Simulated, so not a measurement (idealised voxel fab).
process module | voxel transistor to metal
cross-section cut | 185 nm wide | cells 5 nm
A cross-section is a grid of square cells, given in bands from the top down. A band is one or more rows of cells.
Each band's line starts with the height of the band's top and of its bottom, in nm. Then come its materials from left to right, each with its width in nm. One material with "throughout" fills the band from edge to edge. "air" is empty space.
Height 0 is the level under which the wafer as received is all one material. The lowest band goes on downwards, as in "0 down".
A width such as "30 to 40" changes by the same amount from each row of cells to the next, from the band's top row to its bottom row.
"no change" after a step means that no cell of the cross-section changed.
closed voids: empty space of 8 cells or more with no open way to the top, each as width x height at its distance from the left edge, in nm
after a step's settings: what the simulator itself notes on the step
overlay nm, on a step with a mask: how far to the right of its planned place the mask lay; to the left if negative
plan
1 op RECEIVE | material Si
2 op OXIDIZE | depth nm 5
3 op CONFORMAL_DEP | material SiN | thk nm 10
4 op DIRECTIONAL_DEP | material aC | thk nm 10
5 op PATTERN | tone cover | mask id ACTIVE | material resist | width nm 120 | thk nm 25 | overlay nm 0
6 op DIRECTIONAL_ETCH | etch materials aC | depth nm 10
7 op STRIP | etch materials resist
8 op DIRECTIONAL_ETCH | etch materials SiN | depth nm 10
9 op DIRECTIONAL_ETCH | etch materials SiO2 | depth nm 5
10 op DIRECTIONAL_ETCH | etch materials Si | depth nm 20
11 op STRIP | etch materials aC
12 op OXIDIZE | depth nm 5
13 op FILL_DEP | material SiO2 | thk nm 5
14 op CMP | height nm 10
15 op SELECTIVE_ETCH | etch materials SiO2 | depth nm 5
16 op STRIP | etch materials SiN
17 op SELECTIVE_ETCH | etch materials SiO2 | depth nm 5
18 op OXIDIZE | depth nm 5
19 op DIRECTIONAL_DEP | material polySi | thk nm 25
20 op DIRECTIONAL_DEP | material SiCN | thk nm 10
21 op PATTERN | tone cover | mask id GATE | material resist | width nm 30 | thk nm 15 | overlay nm 0
22 op DIRECTIONAL_ETCH | etch materials SiCN | depth nm 20
23 op DIRECTIONAL_ETCH | etch materials polySi | depth nm 35
24 op STRIP | etch materials resist
25 op CONFORMAL_DEP | material SiO2 | thk nm 5
26 op DIRECTIONAL_ETCH | etch materials SiO2 | depth nm 5
27 op CONFORMAL_DEP | material SiN | thk nm 5
28 op DIRECTIONAL_ETCH | etch materials SiN | depth nm 5
29 op DIRECTIONAL_ETCH | etch materials SiO2 | depth nm 5
30 op DIRECTIONAL_ETCH | etch materials Si | depth nm 5
31 op EPI | material SiGe | thk nm 5
32 op FILL_DEP | material SiO2 | thk nm 5
33 op CMP | height nm 20
34 op STRIP | etch materials polySi
35 op SELECTIVE_ETCH | etch materials SiO2 | depth nm 5
36 op CONFORMAL_DEP | material HfO2 | thk nm 5
37 op CONFORMAL_DEP | material TiN | thk nm 5
38 op FILL_DEP | material W | thk nm 5
39 op CMP | height nm 15
40 op DIRECTIONAL_DEP | material SiO2 | thk nm 15
41 op PATTERN | tone open | mask id CONTACT | material resist | width nm 15 | pitch nm 85 | thk nm 15 | overlay nm 0
42 op DIRECTIONAL_ETCH | etch materials SiO2 | depth nm 40
43 op STRIP | etch materials resist
44 op CONFORMAL_DEP | material TiN | thk nm 5
45 op FILL_DEP | material Ru | thk nm 10
46 op CMP | height nm 30
47 op CONFORMAL_DEP | material SiN | thk nm 5
48 op DIRECTIONAL_DEP | material SiO2 | thk nm 25
49 op PATTERN | tone open | mask id METAL_1 | material resist | width nm 15 | pitch nm 85 | thk nm 20 | overlay nm 0
50 op DIRECTIONAL_ETCH | etch materials SiO2 | depth nm 25
51 op DIRECTIONAL_ETCH | etch materials SiN | depth nm 5
52 op STRIP | etch materials resist
53 op CONFORMAL_DEP | material TiN | thk nm 5
54 op FILL_DEP | material Cu | thk nm 10
55 op CMP | height nm 60
56 op CONFORMAL_DEP | material SiCN | thk nm 5
as received, after step 1
  0 down: Si throughout
  closed voids: none
first wafer at the end, as planned
  65 to 60: SiCN throughout
  60 to 35: SiO2 40 | TiN 5 | Cu 5 | TiN 5 | SiO2 70 | TiN 5 | Cu 5 | TiN 5 | SiO2 45
  35 to 30: SiN 40 | TiN 15 | SiN 70 | TiN 15 | SiN 45
  30 to 15: SiO2 40 | TiN 5 | Ru 5 | TiN 5 | SiO2 70 | TiN 5 | Ru 5 | TiN 5 | SiO2 45
  15 to 0: SiO2 40 | TiN 5 | Ru 5 | TiN 5 | SiO2 10 | SiN 5 | HfO2 5 | TiN 5 | W 20 | TiN 5 | HfO2 5 | SiN 5 | SiO2 10 | TiN 5 | Ru 5 | TiN 5 | SiO2 45
  0 to -5: SiO2 30 | SiN 5 | SiO2 5 | TiN 5 | Ru 5 | TiN 5 | SiO2 10 | SiN 5 | HfO2 5 | TiN 30 | HfO2 5 | SiN 5 | SiO2 10 | TiN 5 | Ru 5 | TiN 5 | SiO2 5 | SiN 5 | SiO2 35
  -5 to -10: SiO2 40 | TiN 15 | SiO2 5 | SiGe 5 | SiO2 5 | HfO2 40 | SiO2 5 | SiGe 5 | SiO2 5 | TiN 15 | SiO2 45
  -10 to -15: SiO2 35 | SiGe 30 | Si 50 | SiGe 30 | SiO2 40
  -15 to -30: SiO2 35 | Si 110 | SiO2 40
  -30 down: Si throughout
  closed voids: none
second wafer at the end: like start, like plan, one mistake
  65 to 60: SiCN throughout
  60 to 35: SiO2 40 | TiN 5 | Cu 5 | TiN 5 | SiO2 70 | TiN 5 | Cu 5 | TiN 5 | SiO2 45
  35 to 30: SiN 40 | TiN 15 | SiN 70 | TiN 15 | SiN 45
  30 to 15: SiO2 40 | TiN 5 | Ru 5 | TiN 5 | SiO2 70 | TiN 5 | Ru 5 | TiN 5 | SiO2 45
  15 to 0: SiO2 40 | TiN 5 | Ru 5 | TiN 5 | SiO2 15 | SiN 5 | HfO2 5 | TiN 5 | W 10 | TiN 5 | HfO2 5 | SiN 5 | SiO2 15 | TiN 5 | Ru 5 | TiN 5 | SiO2 45
  0 to -5: SiO2 40 | TiN 5 | Ru 5 | TiN 5 | SiO2 15 | SiN 5 | HfO2 5 | TiN 20 | HfO2 5 | SiN 5 | SiO2 15 | TiN 5 | Ru 5 | TiN 5 | SiO2 45
  -5 to -10: SiO2 25 | SiN 5 | SiO2 10 | TiN 15 | SiO2 10 | SiGe 5 | SiN 5 | HfO2 30 | SiN 5 | SiGe 5 | SiO2 10 | TiN 15 | SiO2 10 | SiN 5 | SiO2 30
  -10 to -15: SiO2 30 | SiGe 40 | Si 40 | SiGe 40 | SiO2 35
  -15 to -30: SiO2 35 | Si 110 | SiO2 40
  -30 down: Si throughout
  closed voids: none
what went wrong: step 25 was left out
at the end the second wafer has, in cells: 2 fewer of HfO2 | 2 fewer of Si | 4 more of SiGe | 2 more of SiN | 6 more of SiO2 | 2 fewer of TiN | 6 fewer of W
